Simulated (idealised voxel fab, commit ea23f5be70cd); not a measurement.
process module | voxel transistor to metal
cross-section cut | 185 nm wide | cells 5 nm
A cross-section is a grid of square cells, given in bands from the top down. A band is one or more rows of cells.
Each band's line starts with the height of the band's top and of its bottom, in nm. Then come its materials from left to right, each with its width in nm. One material with "throughout" fills the band from edge to edge. "air" is empty space.
Height 0 is the level under which the wafer as received is all one material. The lowest band goes on downwards, as in "0 down".
A width such as "30 to 40" changes by the same amount from each row of cells to the next, from the band's top row to its bottom row.
"no change" after a step means that no cell of the cross-section changed.
closed voids: empty space of 8 cells or more with no open way to the top, each as width x height at its distance from the left edge, in nm
after a step's settings: what the simulator itself notes on the step
overlay nm, on a step with a mask: how far to the right of its planned place the mask lay; to the left if negative
plan
1 op RECEIVE | material Si
2 op OXIDIZE | depth nm 5
3 op CONFORMAL_DEP | material SiN | thk nm 10
4 op DIRECTIONAL_DEP | material aC | thk nm 10
5 op PATTERN | tone cover | mask id ACTIVE | material resist | width nm 105 | thk nm 25 | overlay nm 0
6 op DIRECTIONAL_ETCH | etch materials aC | depth nm 10
7 op STRIP | etch materials resist
8 op DIRECTIONAL_ETCH | etch materials SiN | depth nm 10
9 op DIRECTIONAL_ETCH | etch materials SiO2 | depth nm 5
10 op DIRECTIONAL_ETCH | etch materials Si | depth nm 35
11 op STRIP | etch materials aC
12 op OXIDIZE | depth nm 5
13 op FILL_DEP | material SiO2 | thk nm 5
14 op CMP | height nm 10
15 op SELECTIVE_ETCH | etch materials SiO2 | depth nm 5
16 op STRIP | etch materials SiN
17 op SELECTIVE_ETCH | etch materials SiO2 | depth nm 5
18 op OXIDIZE | depth nm 5
19 op DIRECTIONAL_DEP | material polySi | thk nm 30
20 op DIRECTIONAL_DEP | material SiCN | thk nm 10
21 op PATTERN | tone cover | mask id GATE | material resist | width nm 25 | thk nm 20 | overlay nm -15
22 op DIRECTIONAL_ETCH | etch materials SiCN | depth nm 20
23 op DIRECTIONAL_ETCH | etch materials polySi | depth nm 40
24 op STRIP | etch materials resist
25 op CONFORMAL_DEP | material SiO2 | thk nm 5
26 op DIRECTIONAL_ETCH | etch materials SiO2 | depth nm 5
27 op CONFORMAL_DEP | material SiN | thk nm 5
28 op DIRECTIONAL_ETCH | etch materials SiN | depth nm 5
29 op DIRECTIONAL_ETCH | etch materials SiO2 | depth nm 5
30 op DIRECTIONAL_ETCH | etch materials Si | depth nm 10
31 op EPI | material nSi | thk nm 10
32 op FILL_DEP | material SiO2 | thk nm 10
33 op CMP | height nm 35
34 op DIRECTIONAL_DEP | material SiO2 | thk nm 15
35 op PATTERN | tone open | mask id CONTACT | material resist | width nm 20 | pitch nm 75 | thk nm 15 | overlay nm 0
36 op DIRECTIONAL_ETCH | etch materials SiO2 | depth nm 60
37 op STRIP | etch materials resist
38 op CONFORMAL_DEP | material TiN | thk nm 5
39 op FILL_DEP | material Ru | thk nm 5
40 op CMP | height nm 50
41 op DIRECTIONAL_DEP | material TiN | thk nm 5
42 op DIRECTIONAL_DEP | material W | thk nm 15
43 op DIRECTIONAL_DEP | material aC | thk nm 15
44 op PATTERN | tone cover | mask id METAL_1 | material resist | width nm 20 | pitch nm 75 | thk nm 35 | overlay nm 0
45 op DIRECTIONAL_ETCH | etch materials aC | depth nm 15
46 op STRIP | etch materials resist
47 op DIRECTIONAL_ETCH | etch materials W | depth nm 15
48 op DIRECTIONAL_ETCH | etch materials TiN | depth nm 5
49 op STRIP | etch materials aC
50 op CONFORMAL_DEP | material SiN | thk nm 5
51 op FILL_DEP | material lowk | thk nm 10
52 op CMP | height nm 70
53 op CONFORMAL_DEP | material SiCN | thk nm 5
54 op DIRECTIONAL_DEP | material SiO2 | thk nm 35
55 op MASKED_ETCH | tone open | mask id METAL_2 | width nm 20 | pitch nm 75 | etch materials SiO2 | depth nm 20 | overlay nm 0
56 op MASKED_ETCH | tone open | mask id METAL_2_HOLES | width nm 15 | pitch nm 75 | etch materials SiO2 | depth nm 15 | overlay nm 0
57 op MASKED_ETCH | tone open | mask id METAL_2_HOLES | width nm 15 | pitch nm 75 | etch materials SiCN | depth nm 5 | overlay nm 0
58 op CONFORMAL_DEP | material TiN | thk nm 5
59 op FILL_DEP | material Ru | thk nm 5
60 op CMP | height nm 110
61 op CONFORMAL_DEP | material SiN | thk nm 5
varied across the wafers: overlay nm of step 21. The plan shows the first wafer's value. All wafers start alike
first wafer as received, after step 1
  0 down: Si throughout
  closed voids: none
first wafer at the end, after step 61
  115 to 110: SiN throughout
  110 to 95: SiO2 45 | TiN 5 | Ru 10 | TiN 5 | SiO2 55 | TiN 5 | Ru 10 | TiN 5 | SiO2 45
  95 to 90: SiO2 45 | TiN 5 | Ru 5 | TiN 10 | SiO2 55 | TiN 5 | Ru 5 | TiN 10 | SiO2 45
  90 to 75: SiO2 45 | TiN 5 | Ru 5 | TiN 5 | SiO2 60 | TiN 5 | Ru 5 | TiN 5 | SiO2 50
  75 to 70: SiCN 45 | TiN 15 | SiCN 60 | TiN 15 | SiCN 50
  70 to 55: lowk 40 | SiN 5 | W 20 | SiN 5 | lowk 45 | SiN 5 | W 20 | SiN 5 | lowk 40
  55 to 50: SiN 45 | TiN 20 | SiN 55 | TiN 20 | SiN 45
  50 to 40: SiO2 45 | TiN 5 | Ru 10 | TiN 5 | SiO2 55 | TiN 5 | Ru 10 | TiN 5 | SiO2 45
  40 to 35: SiO2 45 | TiN 20 | SiO2 55 | TiN 5 | Ru 10 | TiN 5 | SiO2 45
  35 to 25: SiO2 45 | TiN 10 | SiN 5 | TiN 5 | SiCN 25 | SiO2 5 | SiN 5 | SiO2 20 | TiN 5 | Ru 10 | TiN 5 | SiO2 45
  25 to 0: SiO2 45 | TiN 10 | SiN 5 | TiN 5 | polySi 25 | SiO2 5 | SiN 5 | SiO2 20 | TiN 5 | Ru 10 | TiN 5 | SiO2 45
  0 to -5: SiO2 40 | SiN 5 | nSi 10 | SiN 5 | TiN 5 | polySi 25 | SiO2 5 | SiN 5 | nSi 10 | SiO2 10 | TiN 5 | Ru 10 | TiN 5 | SiN 5 | SiO2 40
  -5 to -10: SiO2 45 | nSi 10 | SiO2 5 | TiN 5 | SiO2 35 | nSi 10 | SiO2 10 | TiN 20 | SiO2 45
  -10 to -20: SiO2 45 | nSi 10 | Si 45 | nSi 40 | SiO2 45
  -20 to -45: SiO2 45 | Si 95 | SiO2 45
  -45 down: Si throughout
  closed voids: none
last wafer at the end
  115 to 110: SiN throughout
  110 to 95: SiO2 45 | TiN 5 | Ru 10 | TiN 5 | SiO2 55 | TiN 5 | Ru 10 | TiN 5 | SiO2 45
  95 to 90: SiO2 45 | TiN 5 | Ru 5 | TiN 10 | SiO2 55 | TiN 5 | Ru 5 | TiN 10 | SiO2 45
  90 to 75: SiO2 45 | TiN 5 | Ru 5 | TiN 5 | SiO2 60 | TiN 5 | Ru 5 | TiN 5 | SiO2 50
  75 to 70: SiCN 45 | TiN 15 | SiCN 60 | TiN 15 | SiCN 50
  70 to 55: lowk 40 | SiN 5 | W 20 | SiN 5 | lowk 45 | SiN 5 | W 20 | SiN 5 | lowk 40
  55 to 50: SiN 45 | TiN 20 | SiN 55 | TiN 20 | SiN 45
  50 to 40: SiO2 45 | TiN 5 | Ru 10 | TiN 5 | SiO2 55 | TiN 5 | Ru 10 | TiN 5 | SiO2 45
  40 to 35: SiO2 45 | TiN 5 | Ru 10 | TiN 5 | SiO2 55 | TiN 20 | SiO2 45
  35 to 25: SiO2 45 | TiN 5 | Ru 10 | TiN 5 | SiO2 20 | SiN 5 | SiO2 5 | SiCN 25 | TiN 5 | SiN 5 | TiN 10 | SiO2 45
  25 to 0: SiO2 45 | TiN 5 | Ru 10 | TiN 5 | SiO2 20 | SiN 5 | SiO2 5 | polySi 25 | TiN 5 | SiN 5 | TiN 10 | SiO2 45
  0 to -5: SiO2 40 | SiN 5 | TiN 5 | Ru 10 | TiN 5 | SiO2 10 | nSi 10 | SiN 5 | SiO2 5 | polySi 25 | TiN 5 | SiN 5 | nSi 10 | SiN 5 | SiO2 40
  -5 to -10: SiO2 45 | TiN 20 | SiO2 10 | nSi 10 | SiO2 35 | TiN 5 | SiO2 5 | nSi 10 | SiO2 45
  -10 to -20: SiO2 45 | nSi 40 | Si 45 | nSi 10 | SiO2 45
  -20 to -45: SiO2 45 | Si 95 | SiO2 45
  -45 down: Si throughout
  closed voids: none
each wafer at the end: cells of each material gained (+) or lost (-) since it was received, then its closed voids
overlay nm -15 | +46 Ru | -220 Si | +41 SiCN | +96 SiN | +630 SiO2 | +101 TiN | +24 W | +75 lowk | +28 nSi | +30 polySi | closed voids: none
overlay nm -10 | +53 Ru | -220 Si | +41 SiCN | +96 SiN | +630 SiO2 | +94 TiN | +24 W | +75 lowk | +28 nSi | +30 polySi | closed voids: none
overlay nm -5 | +60 Ru | -220 Si | +41 SiCN | +96 SiN | +621 SiO2 | +96 TiN | +24 W | +75 lowk | +28 nSi | +30 polySi | closed voids: none
overlay nm 0 | +60 Ru | -220 Si | +41 SiCN | +96 SiN | +621 SiO2 | +96 TiN | +24 W | +75 lowk | +28 nSi | +30 polySi | closed voids: none
overlay nm 5 | +60 Ru | -220 Si | +41 SiCN | +96 SiN | +621 SiO2 | +96 TiN | +24 W | +75 lowk | +28 nSi | +30 polySi | closed voids: none
overlay nm 10 | +53 Ru | -220 Si | +41 SiCN | +96 SiN | +630 SiO2 | +94 TiN | +24 W | +75 lowk | +28 nSi | +30 polySi | closed voids: none
overlay nm 15 | +46 Ru | -220 Si | +41 SiCN | +96 SiN | +630 SiO2 | +101 TiN | +24 W | +75 lowk | +28 nSi | +30 polySi | closed voids: none
